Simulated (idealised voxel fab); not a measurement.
process module | voxel transistor to metal
cross-section cut | 300 nm wide | cells 5 nm
A cross-section is a grid of square cells, given in bands from the top down. A band is one or more rows of cells.
Each band's line starts with the height of the band's top and of its bottom, in nm. Then come its materials from left to right, each with its width in nm. One material with "throughout" fills the band from edge to edge. "air" is empty space.
Height 0 is the level under which the wafer as received is all one material. The lowest band goes on downwards, as in "0 down".
A width such as "30 to 40" changes by the same amount from each row of cells to the next, from the band's top row to its bottom row.
"no change" after a step means that no cell of the cross-section changed.
closed voids: empty space of 8 cells or more with no open way to the top, each as width x height at its distance from the left edge, in nm
after a step's settings: what the simulator itself notes on the step
overlay nm, on a step with a mask: how far to the right of its planned place the mask lay; to the left if negative
plan
1 op RECEIVE | material Si
2 op CONFORMAL_DEP | material SiO2 | thk nm 5
3 op CONFORMAL_DEP | material SiN | thk nm 10
4 op DIRECTIONAL_DEP | material aC | thk nm 15
5 op PATTERN | tone cover | mask id ACTIVE | material resist | width nm 95 | pitch nm 125 | thk nm 30 | overlay nm 0
6 op DIRECTIONAL_ETCH | etch materials aC | depth nm 15
7 op STRIP | etch materials resist
8 op DIRECTIONAL_ETCH | etch materials SiN | depth nm 10
9 op DIRECTIONAL_ETCH | etch materials SiO2 | depth nm 5
10 op DIRECTIONAL_ETCH | etch materials Si | depth nm 20
11 op STRIP | etch materials aC
12 op FILL_DEP | material SiO2 | thk nm 10
13 op CMP | height nm 15
14 op SELECTIVE_ETCH | etch materials SiO2 | depth nm 5
15 op STRIP | etch materials SiN
16 op SELECTIVE_ETCH | etch materials SiO2 | depth nm 5
17 op OXIDIZE | depth nm 5
18 op DIRECTIONAL_DEP | material polySi | thk nm 25
19 op DIRECTIONAL_DEP | material SiCN | thk nm 15
20 op DIRECTIONAL_DEP | material aC | thk nm 10
21 op PATTERN | tone cover | mask id GATE | material resist | width nm 15 | pitch nm 125 | thk nm 25 | overlay nm 0
22 op DIRECTIONAL_ETCH | etch materials aC | depth nm 10
23 op STRIP | etch materials resist
24 op DIRECTIONAL_ETCH | etch materials SiCN | depth nm 25
25 op DIRECTIONAL_ETCH | etch materials polySi | depth nm 35
26 op STRIP | etch materials aC
27 op CONFORMAL_DEP | material SiN | thk nm 5
28 op DIRECTIONAL_ETCH | etch materials SiN | depth nm 5
29 op DIRECTIONAL_ETCH | etch materials SiO2 | depth nm 5
30 op EPI | material nSi | thk nm 5
31 op FILL_DEP | material SiO2 | thk nm 10
32 op CMP | height nm 40
33 op DIRECTIONAL_DEP | material SiO2 | thk nm 15
34 op DIRECTIONAL_DEP | material aC | thk nm 15
35 op PATTERN | tone open | mask id CONTACT | material resist | width nm 15 | thk nm 35 | overlay nm 0
36 op DIRECTIONAL_ETCH | etch materials aC | depth nm 15
37 op STRIP | etch materials resist
38 op DIRECTIONAL_ETCH | etch materials SiO2 | depth nm 55
39 op STRIP | etch materials aC
40 op CONFORMAL_DEP | material TiN | thk nm 5
41 op FILL_DEP | material W | thk nm 5
42 op CMP | height nm 55
43 op DIRECTIONAL_DEP | material TiN | thk nm 5
44 op DIRECTIONAL_DEP | material W | thk nm 15
45 op DIRECTIONAL_DEP | material aC | thk nm 15
46 op PATTERN | tone cover | mask id METAL_1 | material resist | width nm 15 | thk nm 30 | overlay nm 0
47 op DIRECTIONAL_ETCH | etch materials aC | depth nm 15
48 op STRIP | etch materials resist
49 op DIRECTIONAL_ETCH | etch materials W | depth nm 15
50 op DIRECTIONAL_ETCH | etch materials TiN | depth nm 5
51 op STRIP | etch materials aC
52 op CONFORMAL_DEP | material SiN | thk nm 5
53 op FILL_DEP | material lowk | thk nm 5
54 op CMP | height nm 75
55 op CONFORMAL_DEP | material SiN | thk nm 5
as received, after step 1
  0 down: Si throughout
  closed voids: none
a wafer at the end: this start, this plan, one mistake
  85 to 80: SiN throughout
  80 to 75: lowk 45 | SiN 25 | lowk 35 | SiN 25 | lowk 40 | SiN 25 | lowk 35 | SiN 25 | lowk 45
  75 to 60: lowk 45 | SiN 5 | W 15 | SiN 5 | lowk 35 | SiN 5 | W 15 | SiN 5 | lowk 40 | SiN 5 | W 15 | SiN 5 | lowk 35 | SiN 5 | W 15 | SiN 5 | lowk 45
  60 to 55: SiN 50 | TiN 15 | SiN 45 | TiN 15 | SiN 50 | TiN 15 | SiN 45 | TiN 15 | SiN 50
  55 to 40: SiO2 50 | TiN 5 | W 5 | TiN 5 | SiO2 45 | TiN 5 | W 5 | TiN 5 | SiO2 50 | TiN 5 | W 5 | TiN 5 | SiO2 45 | TiN 5 | W 5 | TiN 5 | SiO2 50
  40 to 25: SiO2 50 | TiN 5 | W 5 | TiN 5 | SiO2 10 | SiN 5 | SiCN 15 | SiN 5 | SiO2 10 | TiN 5 | W 5 | TiN 5 | SiO2 50 | TiN 5 | W 5 | TiN 5 | SiO2 10 | SiN 5 | SiCN 15 | SiN 5 | SiO2 10 | TiN 5 | W 5 | TiN 5 | SiO2 50
  25 to 5: SiO2 50 | TiN 5 | W 5 | TiN 5 | SiO2 10 | SiN 5 | polySi 15 | SiN 5 | SiO2 10 | TiN 5 | W 5 | TiN 5 | SiO2 50 | TiN 5 | W 5 | TiN 5 | SiO2 10 | SiN 5 | polySi 15 | SiN 5 | SiO2 10 | TiN 5 | W 5 | TiN 5 | SiO2 50
  5 to 0: SiO2 35 | SiN 5 | SiO2 10 | TiN 15 | SiO2 10 | SiN 5 | polySi 15 | SiN 5 | SiO2 10 | TiN 15 | SiO2 10 | SiN 5 | SiO2 20 | SiN 5 | SiO2 10 | TiN 15 | SiO2 10 | SiN 5 | polySi 15 | SiN 5 | SiO2 10 | TiN 15 | SiO2 10 | SiN 5 | SiO2 35
  0 to -5: SiO2 40 | nSi 35 | SiO2 25 | nSi 35 | SiO2 30 | nSi 35 | SiO2 25 | nSi 35 | SiO2 40
  -5 to -20: SiO2 40 | Si 95 | SiO2 30 | Si 95 | SiO2 40
  -20 down: Si throughout
  closed voids: none
what went wrong: step 54 ran as: op CMP | height nm 80
